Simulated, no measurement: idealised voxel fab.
process module | voxel transistor to metal
cross-section cut | 155 nm wide | cells 5 nm
A cross-section is a grid of square cells, given in bands from the top down. A band is one or more rows of cells.
Each band's line starts with the height of the band's top and of its bottom, in nm. Then come its materials from left to right, each with its width in nm. One material with "throughout" fills the band from edge to edge. "air" is empty space.
Height 0 is the level under which the wafer as received is all one material. The lowest band goes on downwards, as in "0 down".
A width such as "30 to 40" changes by the same amount from each row of cells to the next, from the band's top row to its bottom row.
"no change" after a step means that no cell of the cross-section changed.
closed voids: empty space of 8 cells or more with no open way to the top, each as width x height at its distance from the left edge, in nm
after a step's settings: what the simulator itself notes on the step
overlay nm, on a step with a mask: how far to the right of its planned place the mask lay; to the left if negative
plan
1 op RECEIVE | material Si
2 op OXIDIZE | depth nm 5
3 op CONFORMAL_DEP | material SiN | thk nm 10
4 op PATTERN | tone cover | mask id ACTIVE | material resist | width nm 100 | thk nm 20 | overlay nm 0
5 op DIRECTIONAL_ETCH | etch materials SiN | depth nm 10
6 op DIRECTIONAL_ETCH | etch materials SiO2 | depth nm 5
7 op DIRECTIONAL_ETCH | etch materials Si | depth nm 20
8 op STRIP | etch materials resist
9 op OXIDIZE | depth nm 5
10 op FILL_DEP | material SiO2 | thk nm 5
11 op CMP | height nm 10
12 op SELECTIVE_ETCH | etch materials SiO2 | depth nm 10
13 op STRIP | etch materials SiN
14 op SELECTIVE_ETCH | etch materials SiO2 | depth nm 5
15 op OXIDIZE | depth nm 5
16 op DIRECTIONAL_DEP | material polySi | thk nm 20
17 op DIRECTIONAL_DEP | material SiCN | thk nm 10
18 op PATTERN | tone cover | mask id GATE | material resist | width nm 20 | thk nm 20 | overlay nm 0
19 op DIRECTIONAL_ETCH | etch materials SiCN | depth nm 20
20 op DIRECTIONAL_ETCH | etch materials polySi | depth nm 30
21 op STRIP | etch materials resist
22 op CONFORMAL_DEP | material SiN | thk nm 5
23 op DIRECTIONAL_ETCH | etch materials SiN | depth nm 5
24 op DIRECTIONAL_ETCH | etch materials SiO2 | depth nm 5
25 op DIRECTIONAL_ETCH | etch materials Si | depth nm 5
26 op EPI | material pSi | thk nm 5
27 op FILL_DEP | material SiO2 | thk nm 10
28 op CMP | height nm 25
29 op DIRECTIONAL_DEP | material SiO2 | thk nm 15
30 op PATTERN | tone open | mask id CONTACT | material resist | width nm 30 | pitch nm 60 | thk nm 15 | overlay nm 0
31 op DIRECTIONAL_ETCH | etch materials SiO2 | depth nm 50
32 op STRIP | etch materials resist
33 op CONFORMAL_DEP | material TiN | thk nm 5
34 op FILL_DEP | material Ru | thk nm 10
35 op CMP | height nm 40
36 op CONFORMAL_DEP | material SiCN | thk nm 5
37 op DIRECTIONAL_DEP | material SiO2 | thk nm 20
38 op DIRECTIONAL_DEP | material aC | thk nm 10
39 op PATTERN | tone open | mask id METAL_1 | material resist | width nm 20 | pitch nm 70 | thk nm 25 | overlay nm 0
40 op DIRECTIONAL_ETCH | etch materials aC | depth nm 10
41 op STRIP | etch materials resist
42 op DIRECTIONAL_ETCH | etch materials SiO2 | depth nm 20
43 op DIRECTIONAL_ETCH | etch materials SiCN | depth nm 5
44 op STRIP | etch materials aC
45 op CONFORMAL_DEP | material TiN | thk nm 5
46 op FILL_DEP | material Ru | thk nm 10
47 op CMP | height nm 65
48 op EPI | material Ru | thk nm 5
49 op FILL_DEP | material SiCN | thk nm 5
50 op DIRECTIONAL_DEP | material lowk | thk nm 30
51 op MASKED_ETCH | tone open | mask id METAL_2 | width nm 20 | pitch nm 70 | etch materials lowk | depth nm 15 | overlay nm 0
52 op MASKED_ETCH | tone open | mask id METAL_2_HOLES | width nm 15 | pitch nm 70 | etch materials lowk | depth nm 15 | overlay nm 0
53 op MASKED_ETCH | tone open | mask id METAL_2_HOLES | width nm 15 | pitch nm 70 | etch materials SiCN | depth nm 5 | overlay nm 0
54 op CONFORMAL_DEP | material TiN | thk nm 5
55 op FILL_DEP | material Ru | thk nm 10
56 op CMP | height nm 105
57 op CONFORMAL_DEP | material SiN | thk nm 5
first wafer, as planned
as received, after step 1
  0 down: Si throughout
  closed voids: none
after step 2
  0 to -5: SiO2 throughout
  below -5: unchanged
after step 3
  10 to 0: SiN throughout
  below 0: unchanged
after step 4
  30 to 10: air 25 | resist 100 | air 30
  below 10: unchanged
after step 5
  30 to 10: air 25 | resist 100 | air 30
  10 to 0: air 25 | SiN 100 | air 30
  below 0: unchanged
after step 6
  30 to 10: air 25 | resist 100 | air 30
  10 to 0: air 25 | SiN 100 | air 30
  0 to -5: air 25 | SiO2 100 | air 30
  below -5: unchanged
after step 7
  30 to 10: air 25 | resist 100 | air 30
  10 to 0: air 25 | SiN 100 | air 30
  0 to -5: air 25 | SiO2 100 | air 30
  -5 to -25: air 25 | Si 100 | air 30
  below -25: unchanged
after step 8
  10 to 0: air 25 | SiN 100 | air 30
  below 0: unchanged
after step 9
  10 to 0: air 25 | SiN 100 | air 30
  0 to -5: air 25 | SiO2 100 | air 30
  -5 to -25: air 25 | SiO2 5 | Si 90 | SiO2 5 | air 30
  -25 to -30: SiO2 30 | Si 90 | SiO2 35
  below -30: unchanged
after step 10
  15 to 10: SiO2 throughout
  10 to 0: SiO2 25 | SiN 100 | SiO2 30
  0 to -5: SiO2 throughout
  -5 to -30: SiO2 30 | Si 90 | SiO2 35
  below -30: unchanged
after step 11
  10 to 0: SiO2 25 | SiN 100 | SiO2 30
  below 0: unchanged
after step 12
  10 to 0: air 25 | SiN 100 | air 30
  below 0: unchanged
after step 13
  0 to -5: SiO2 throughout
  below -5: unchanged
after step 14
  -5 to -30: SiO2 30 | Si 90 | SiO2 35
  below -30: unchanged
after step 15
  -5 to -10: SiO2 throughout
  below -10: unchanged
after step 16
  15 to -5: polySi throughout
  below -5: unchanged
after step 17
  25 to 15: SiCN throughout
  below 15: unchanged
after step 18
  45 to 25: air 65 | resist 20 | air 70
  below 25: unchanged
after step 19
  45 to 25: air 65 | resist 20 | air 70
  25 to 15: air 65 | SiCN 20 | air 70
  below 15: unchanged
after step 20
  45 to 25: air 65 | resist 20 | air 70
  25 to 15: air 65 | SiCN 20 | air 70
  15 to -5: air 65 | polySi 20 | air 70
  below -5: unchanged
after step 21
  25 to 15: air 65 | SiCN 20 | air 70
  below 15: unchanged
after step 22
  30 to 25: air 60 | SiN 30 | air 65
  25 to 15: air 60 | SiN 5 | SiCN 20 | SiN 5 | air 65
  15 to 0: air 60 | SiN 5 | polySi 20 | SiN 5 | air 65
  0 to -5: SiN 65 | polySi 20 | SiN 70
  below -5: unchanged
after step 23
  25 to 15: air 60 | SiN 5 | SiCN 20 | SiN 5 | air 65
  15 to -5: air 60 | SiN 5 | polySi 20 | SiN 5 | air 65
  below -5: unchanged
after step 24
  25 to 15: air 60 | SiN 5 | SiCN 20 | SiN 5 | air 65
  15 to -5: air 60 | SiN 5 | polySi 20 | SiN 5 | air 65
  -5 to -10: air 60 | SiO2 30 | air 65
  below -10: unchanged
after step 25
  25 to 15: air 60 | SiN 5 | SiCN 20 | SiN 5 | air 65
  15 to -5: air 60 | SiN 5 | polySi 20 | SiN 5 | air 65
  -5 to -10: air 60 | SiO2 30 | air 65
  -10 to -15: SiO2 30 | air 30 | Si 30 | air 30 | SiO2 35
  below -15: unchanged
after step 26
  25 to 15: air 60 | SiN 5 | SiCN 20 | SiN 5 | air 65
  15 to -5: air 60 | SiN 5 | polySi 20 | SiN 5 | air 65
  -5 to -10: air 55 | pSi 5 | SiO2 30 | pSi 5 | air 60
  -10 to -15: SiO2 30 | pSi 30 | Si 30 | pSi 30 | SiO2 35
  below -15: unchanged
after step 27
  35 to 25: SiO2 throughout
  25 to 15: SiO2 60 | SiN 5 | SiCN 20 | SiN 5 | SiO2 65
  15 to -5: SiO2 60 | SiN 5 | polySi 20 | SiN 5 | SiO2 65
  -5 to -10: SiO2 55 | pSi 5 | SiO2 30 | pSi 5 | SiO2 60
  below -10: unchanged
after step 28
  25 to 15: SiO2 60 | SiN 5 | SiCN 20 | SiN 5 | SiO2 65
  below 15: unchanged
after step 29
  40 to 25: SiO2 throughout
  below 25: unchanged
after step 30
  55 to 40: resist 30 | air 30 | resist 30 | air 30 | resist 35
  below 40: unchanged
after step 31
  55 to 40: resist 30 | air 30 | resist 30 | air 30 | resist 35
  40 to 25: SiO2 30 | air 30 | SiO2 30 | air 30 | SiO2 35
  25 to 15: SiO2 30 | air 30 | SiN 5 | SiCN 20 | SiN 5 | air 30 | SiO2 35
  15 to -5: SiO2 30 | air 30 | SiN 5 | polySi 20 | SiN 5 | air 30 | SiO2 35
  -5 to -10: SiO2 30 | air 25 | pSi 5 | SiO2 30 | pSi 5 | air 25 | SiO2 35
  below -10: unchanged
after step 32
  40 to 25: SiO2 30 | air 30 | SiO2 30 | air 30 | SiO2 35
  below 25: unchanged
after step 33
  45 to 40: TiN 35 | air 20 | TiN 40 | air 20 | TiN 40
  40 to 25: SiO2 30 | TiN 5 | air 20 | TiN 5 | SiO2 30 | TiN 5 | air 20 | TiN 5 | SiO2 35
  25 to 15: SiO2 30 | TiN 5 | air 20 | TiN 5 | SiN 5 | SiCN 20 | SiN 5 | TiN 5 | air 20 | TiN 5 | SiO2 35
  15 to 0: SiO2 30 | TiN 5 | air 20 | TiN 5 | SiN 5 | polySi 20 | SiN 5 | TiN 5 | air 20 | TiN 5 | SiO2 35
  0 to -5: SiO2 30 | TiN 5 | air 15 | TiN 10 | SiN 5 | polySi 20 | SiN 5 | TiN 10 | air 15 | TiN 5 | SiO2 35
  -5 to -10: SiO2 30 | TiN 25 | pSi 5 | SiO2 30 | pSi 5 | TiN 25 | SiO2 35
  below -10: unchanged
after step 34
  55 to 45: Ru throughout
  45 to 40: TiN 35 | Ru 20 | TiN 40 | Ru 20 | TiN 40
  40 to 25: SiO2 30 | TiN 5 | Ru 20 | TiN 5 | SiO2 30 | TiN 5 | Ru 20 | TiN 5 | SiO2 35
  25 to 15: SiO2 30 | TiN 5 | Ru 20 | TiN 5 | SiN 5 | SiCN 20 | SiN 5 | TiN 5 | Ru 20 | TiN 5 | SiO2 35
  15 to 0: SiO2 30 | TiN 5 | Ru 20 | TiN 5 | SiN 5 | polySi 20 | SiN 5 | TiN 5 | Ru 20 | TiN 5 | SiO2 35
  0 to -5: SiO2 30 | TiN 5 | Ru 15 | TiN 10 | SiN 5 | polySi 20 | SiN 5 | TiN 10 | Ru 15 | TiN 5 | SiO2 35
  below -5: unchanged
after step 35
  40 to 25: SiO2 30 | TiN 5 | Ru 20 | TiN 5 | SiO2 30 | TiN 5 | Ru 20 | TiN 5 | SiO2 35
  below 25: unchanged
after step 36
  45 to 40: SiCN throughout
  below 40: unchanged
after step 37
  65 to 45: SiO2 throughout
  below 45: unchanged
after step 38
  75 to 65: aC throughout
  below 65: unchanged
after step 39
  100 to 75: resist 30 | air 20 | resist 50 | air 20 | resist 35
  below 75: unchanged
after step 40
  90 to 75: resist 30 | air 20 | resist 50 | air 20 | resist 35
  75 to 65: aC 30 | air 20 | aC 50 | air 20 | aC 35
  below 65: unchanged
after step 41
  75 to 65: aC 30 | air 20 | aC 50 | air 20 | aC 35
  below 65: unchanged
after step 42
  75 to 65: aC 30 | air 20 | aC 50 | air 20 | aC 35
  65 to 45: SiO2 30 | air 20 | SiO2 50 | air 20 | SiO2 35
  below 45: unchanged
after step 43
  75 to 65: aC 30 | air 20 | aC 50 | air 20 | aC 35
  65 to 45: SiO2 30 | air 20 | SiO2 50 | air 20 | SiO2 35
  45 to 40: SiCN 30 | air 20 | SiCN 50 | air 20 | SiCN 35
  below 40: unchanged
after step 44
  65 to 45: SiO2 30 | air 20 | SiO2 50 | air 20 | SiO2 35
  below 45: unchanged
after step 45
  70 to 65: TiN 35 | air 10 | TiN 60 | air 10 | TiN 40
  65 to 45: SiO2 30 | TiN 5 | air 10 | TiN 5 | SiO2 50 | TiN 5 | air 10 | TiN 5 | SiO2 35
  45 to 40: SiCN 30 | TiN 20 | SiCN 50 | TiN 20 | SiCN 35
  below 40: unchanged
after step 46
  80 to 70: Ru throughout
  70 to 65: TiN 35 | Ru 10 | TiN 60 | Ru 10 | TiN 40
  65 to 45: SiO2 30 | TiN 5 | Ru 10 | TiN 5 | SiO2 50 | TiN 5 | Ru 10 | TiN 5 | SiO2 35
  below 45: unchanged
after step 47
  65 to 45: SiO2 30 | TiN 5 | Ru 10 | TiN 5 | SiO2 50 | TiN 5 | Ru 10 | TiN 5 | SiO2 35
  below 45: unchanged
after step 48
  70 to 65: air 25 | Ru 30 | air 40 | Ru 30 | air 30
  below 65: unchanged
after step 49
  75 to 70: SiCN throughout
  70 to 65: SiCN 25 | Ru 30 | SiCN 40 | Ru 30 | SiCN 30
  below 65: unchanged
after step 50
  105 to 75: lowk throughout
  below 75: unchanged
after step 51
  105 to 90: lowk 30 | air 20 | lowk 50 | air 20 | lowk 35
  below 90: unchanged
after step 52
  105 to 90: lowk 30 | air 20 | lowk 50 | air 20 | lowk 35
  90 to 75: lowk 30 | air 15 | lowk 55 | air 15 | lowk 40
  below 75: unchanged
after step 53
  105 to 90: lowk 30 | air 20 | lowk 50 | air 20 | lowk 35
  90 to 75: lowk 30 | air 15 | lowk 55 | air 15 | lowk 40
  75 to 70: SiCN 30 | air 15 | SiCN 55 | air 15 | SiCN 40
  below 70: unchanged
after step 54
  110 to 105: TiN 35 | air 10 | TiN 60 | air 10 | TiN 40
  105 to 95: lowk 30 | TiN 5 | air 10 | TiN 5 | lowk 50 | TiN 5 | air 10 | TiN 5 | lowk 35
  95 to 90: lowk 30 | TiN 5 | air 5 | TiN 10 | lowk 50 | TiN 5 | air 5 | TiN 10 | lowk 35
  90 to 75: lowk 30 | TiN 5 | air 5 | TiN 5 | lowk 55 | TiN 5 | air 5 | TiN 5 | lowk 40
  75 to 70: SiCN 30 | TiN 15 | SiCN 55 | TiN 15 | SiCN 40
  below 70: unchanged
after step 55
  120 to 110: Ru throughout
  110 to 105: TiN 35 | Ru 10 | TiN 60 | Ru 10 | TiN 40
  105 to 95: lowk 30 | TiN 5 | Ru 10 | TiN 5 | lowk 50 | TiN 5 | Ru 10 | TiN 5 | lowk 35
  95 to 90: lowk 30 | TiN 5 | Ru 5 | TiN 10 | lowk 50 | TiN 5 | Ru 5 | TiN 10 | lowk 35
  90 to 75: lowk 30 | TiN 5 | Ru 5 | TiN 5 | lowk 55 | TiN 5 | Ru 5 | TiN 5 | lowk 40
  below 75: unchanged
after step 56
  105 to 95: lowk 30 | TiN 5 | Ru 10 | TiN 5 | lowk 50 | TiN 5 | Ru 10 | TiN 5 | lowk 35
  below 95: unchanged
after step 57
  110 to 105: SiN throughout
  below 105: unchanged
second wafer: like start, like plan, one mistake. Through step 50 it matches the first wafer
when step 51 should have ended
  105 to 80: lowk 30 | air 20 | lowk 50 | air 20 | lowk 35
  below 80: unchanged
when step 52 should have ended
  105 to 80: lowk 30 | air 20 | lowk 50 | air 20 | lowk 35
  80 to 75: lowk 30 | air 15 | lowk 55 | air 15 | lowk 40
  below 75: unchanged
when step 53 should have ended
  105 to 80: lowk 30 | air 20 | lowk 50 | air 20 | lowk 35
  80 to 75: lowk 30 | air 15 | lowk 55 | air 15 | lowk 40
  75 to 70: SiCN 30 | air 15 | SiCN 55 | air 15 | SiCN 40
  below 70: unchanged
when step 54 should have ended
  110 to 105: TiN 35 | air 10 | TiN 60 | air 10 | TiN 40
  105 to 85: lowk 30 | TiN 5 | air 10 | TiN 5 | lowk 50 | TiN 5 | air 10 | TiN 5 | lowk 35
  85 to 75: lowk 30 | TiN 5 | air 5 | TiN 10 to 5 | lowk 50 to 55 | TiN 5 | air 5 | TiN 10 to 5 | lowk 35 to 40
  75 to 70: SiCN 30 | TiN 15 | SiCN 55 | TiN 15 | SiCN 40
  below 70: unchanged
when step 55 should have ended
  120 to 110: Ru throughout
  110 to 105: TiN 35 | Ru 10 | TiN 60 | Ru 10 | TiN 40
  105 to 85: lowk 30 | TiN 5 | Ru 10 | TiN 5 | lowk 50 | TiN 5 | Ru 10 | TiN 5 | lowk 35
  85 to 75: lowk 30 | TiN 5 | Ru 5 | TiN 10 to 5 | lowk 50 to 55 | TiN 5 | Ru 5 | TiN 10 to 5 | lowk 35 to 40
  below 75: unchanged
when step 56 should have ended
  105 to 85: lowk 30 | TiN 5 | Ru 10 | TiN 5 | lowk 50 | TiN 5 | Ru 10 | TiN 5 | lowk 35
  below 85: unchanged
when step 57 should have ended
  110 to 105: SiN throughout
  below 105: unchanged
what went wrong: step 51 ran as: op MASKED_ETCH | tone open | mask id METAL_2 | width nm 20 | pitch nm 70 | etch materials lowk | depth nm 25 | overlay nm 0
at the end the second wafer has, in cells: 4 more of Ru | 4 fewer of lowk
